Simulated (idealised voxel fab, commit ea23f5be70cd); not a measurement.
Herein follows the process module entitled voxel tone inversion.
Displayed cross-section: cut, width of 200 nm, square cells sized 5 nm.
Cross-section = grid of square cells, listed top down in bands; band = one or more rows.
It is stipulated that each band's entry specify, in nanometres, the height of the top of the band and then that of its bottom, followed by the materials of the band in left-to-right sequence, each together with its width in nanometres. A single material marked by the word "everywhere" is understood to fill the band from edge to edge; the word "blank" is understood to denote empty space.
All heights in this document are referenced to 0, defined as the level beneath which the wafer, as received, consists entirely of one material. The lowest band is not bounded below; it extends indefinitely downward and is written in the form "0 down".
It should be noted that a width expressed as "30 to 40" varies in equal increments from row to row of cells within the band, taking the value of the first number at the top row and that of the second number at the bottom row.
What does "changes: none" mean for a step? It means no cell of the cross-section changed in that step.
Voids not open to the top, 8 cells minimum: see "Voids lacking openings". Written width x height at distance; distance is from the left edge; nm.
Text after the settings on a step's line: the simulator's own remark on that step.
"overlay nm", when on a step's line for a step with a mask, measures how far to the right of its planned place the mask lay; a negative measure means to the left.
### Process steps - plan
- 1: RECEIVE [material Si]
- 2: CONFORMAL_DEP [material SiCN] [thk nm 5]
- 3: DIRECTIONAL_DEP [material aC] [thk nm 25]
- 4: PATTERN [tone cover] [mask id POSTS] [material resist] [width nm 20] [pitch nm 35] [thk nm 35] [overlay nm 0]
- 5: DIRECTIONAL_ETCH [etch materials aC] [depth nm 25]
- 6: STRIP [etch materials resist]
- 7: FILL_DEP [material SiO2] [thk nm 10]
- 8: CMP [height nm 30]
- 9: STRIP [etch materials aC]
- 10: CONFORMAL_DEP [material TiN] [thk nm 5]
- 11: FILL_DEP [material Cu] [thk nm 10]
- 12: CMP [height nm 30]
- 13: CONFORMAL_DEP [material SiCN] [thk nm 5]
### So, the first of our two wafers, run just as we planned it
### Wafer at receipt (post step 1), cross-section
0 down = Si everywhere
Voids lacking openings: none
### Sectional view: wafer, after step 2
5 to 0 = SiCN everywhere
Unchanged below 0.
### Sectional view: wafer, after step 3
30 to 5 = aC everywhere
Unchanged below 5.
### Sectional view: wafer, after step 4
65 to 30 = blank (70) / resist (20) / blank (15) / resist (20) / blank (75)
Unchanged below 30.
### Sectional view: wafer, after step 5
40 to 30 = blank (70) / resist (20) / blank (15) / resist (20) / blank (75)
30 to 5 = blank (70) / aC (20) / blank (15) / aC (20) / blank (75)
Unchanged below 5.
### Sectional view: wafer, after step 6
30 to 5 = blank (70) / aC (20) / blank (15) / aC (20) / blank (75)
Unchanged below 5.
### Sectional view: wafer, after step 7
40 to 30 = SiO2 everywhere
30 to 5 = SiO2 (70) / aC (20) / SiO2 (15) / aC (20) / SiO2 (75)
Unchanged below 5.
### Sectional view: wafer, after step 8
30 to 5 = SiO2 (70) / aC (20) / SiO2 (15) / aC (20) / SiO2 (75)
Unchanged below 5.
### Sectional view: wafer, after step 9
30 to 5 = SiO2 (70) / blank (20) / SiO2 (15) / blank (20) / SiO2 (75)
Unchanged below 5.
### Sectional view: wafer, after step 10
35 to 30 = TiN (75) / blank (10) / TiN (25) / blank (10) / TiN (80)
30 to 10 = SiO2 (70) / TiN (5) / blank (10) / TiN (5) / SiO2 (15) / TiN (5) / blank (10) / TiN (5) / SiO2 (75)
10 to 5 = SiO2 (70) / TiN (20) / SiO2 (15) / TiN (20) / SiO2 (75)
Unchanged below 5.
### Sectional view: wafer, after step 11
45 to 35 = Cu everywhere
35 to 30 = TiN (75) / Cu (10) / TiN (25) / Cu (10) / TiN (80)
30 to 10 = SiO2 (70) / TiN (5) / Cu (10) / TiN (5) / SiO2 (15) / TiN (5) / Cu (10) / TiN (5) / SiO2 (75)
Unchanged below 10.
### Sectional view: wafer, after step 12
30 to 10 = SiO2 (70) / TiN (5) / Cu (10) / TiN (5) / SiO2 (15) / TiN (5) / Cu (10) / TiN (5) / SiO2 (75)
Unchanged below 10.
### Sectional view: wafer, after step 13
35 to 30 = SiCN everywhere
Unchanged below 30.
### Companion wafer, the second of two: same beginning, same intended sequence, one mistake in carrying it out; through step 3 inclusive it tracks the first exactly
### At the planned end of step 4, the second wafer in cross-section
65 to 30 = blank (75) / resist (15) / blank (20) / resist (15) / blank (75)
Unchanged below 30.
### At the planned end of step 5, the second wafer in cross-section
40 to 30 = blank (75) / resist (15) / blank (20) / resist (15) / blank (75)
30 to 5 = blank (75) / aC (15) / blank (20) / aC (15) / blank (75)
Unchanged below 5.
### At the planned end of step 6, the second wafer in cross-section
30 to 5 = blank (75) / aC (15) / blank (20) / aC (15) / blank (75)
Unchanged below 5.
### At the planned end of step 7, the second wafer in cross-section
40 to 30 = SiO2 everywhere
30 to 5 = SiO2 (75) / aC (15) / SiO2 (20) / aC (15) / SiO2 (75)
Unchanged below 5.
### At the planned end of step 8, the second wafer in cross-section
30 to 5 = SiO2 (75) / aC (15) / SiO2 (20) / aC (15) / SiO2 (75)
Unchanged below 5.
### At the planned end of step 9, the second wafer in cross-section
30 to 5 = SiO2 (75) / blank (15) / SiO2 (20) / blank (15) / SiO2 (75)
Unchanged below 5.
### At the planned end of step 10, the second wafer in cross-section
35 to 30 = TiN (80) / blank (5) / TiN (30) / blank (5) / TiN (80)
30 to 10 = SiO2 (75) / TiN (5) / blank (5) / TiN (5) / SiO2 (20) / TiN (5) / blank (5) / TiN (5) / SiO2 (75)
10 to 5 = SiO2 (75) / TiN (15) / SiO2 (20) / TiN (15) / SiO2 (75)
Unchanged below 5.
### At the planned end of step 11, the second wafer in cross-section
45 to 35 = Cu everywhere
35 to 30 = TiN (80) / Cu (5) / TiN (30) / Cu (5) / TiN (80)
30 to 10 = SiO2 (75) / TiN (5) / Cu (5) / TiN (5) / SiO2 (20) / TiN (5) / Cu (5) / TiN (5) / SiO2 (75)
Unchanged below 10.
### At the planned end of step 12, the second wafer in cross-section
30 to 10 = SiO2 (75) / TiN (5) / Cu (5) / TiN (5) / SiO2 (20) / TiN (5) / Cu (5) / TiN (5) / SiO2 (75)
Unchanged below 10.
### At the planned end of step 13, the second wafer in cross-section
35 to 30 = SiCN everywhere
Unchanged below 30.
Deviation from plan: step 4 did not use the planned setting and instead ran as PATTERN [tone cover] [mask id POSTS] [material resist] [width nm 15] [pitch nm 35] [thk nm 35] [overlay nm 0]
Materials where the second wafer ends with more or fewer cells than the first: Cu -8 | SiO2 +10 | TiN -2
